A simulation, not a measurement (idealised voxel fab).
Herein follows the process module entitled voxel double patterning.
The cross-section on display is named cut; it measures 255 nm wide, and its cells are 5 nm squares.
If you're reading a cross-section in this doc, picture square cells in a grid; it comes to you as bands, top ones listed first down to the bottom, and a band can be one or more rows of cells.
Top, bottom (nm), then materials left to right with widths (nm); lone material tagged "all across" fills the whole band edge to edge; "air" = empty space.
Height datum 0, below which the as-received substrate wafer is one material. Lowest band open at the bottom, running downward: "0 -> down".
The two numbers in a width such as "30->40" mark its ends across the band: the first belongs to the top row of cells, the second to the bottom row, and from each row to the next the width moves by the same amount.
No cell of the cross-section changed in a step that is given as "remained the same".
Look at "Closed empty spaces" for the closed voids: empty spaces with no open path to the top, sized 8 cells or up. Each is width x height at distance, distance from the left edge, all nm.
It should be noted that, on the line of a given step, the content following the step's settings is a remark produced by the simulator itself with respect to that step.
overlay nm: step with mask; distance mask lay right of planned place; negative value = left of planned place.

Intended process steps
1 RECEIVE: material Si
2 CONFORMAL_DEP: material SiO2, thk nm 10
3 DIRECTIONAL_DEP: material W, thk nm 15
4 DIRECTIONAL_DEP: material SiCN, thk nm 5
5 DIRECTIONAL_DEP: material aC, thk nm 15
6 PATTERN: tone open, mask id FIRST, material resist, width nm 15, pitch nm 50, thk nm 30, overlay nm 0
7 DIRECTIONAL_ETCH: etch materials aC, depth nm 15
8 STRIP: etch materials resist
9 DIRECTIONAL_ETCH: etch materials SiCN, depth nm 5
10 STRIP: etch materials aC
11 PATTERN: tone open, mask id SECOND, material resist, width nm 15, pitch nm 50, thk nm 15, overlay nm 0
12 DIRECTIONAL_ETCH: etch materials SiCN, depth nm 5
13 STRIP: etch materials resist
14 DIRECTIONAL_ETCH: etch materials W, depth nm 15
15 STRIP: etch materials SiCN

Cross-section: wafer on arrival = after step 1
	0 -> down  Si all across
	Closed empty spaces: none

Final cross-section, module run with one mistake (start and plan as above)
	25 -> 15  SiO2 all across
	15 -> 0  W all across
	0 -> down  Si all across
	Closed empty spaces: none
The plan and the run diverged here: swap of plan steps 2 and 3 during execution
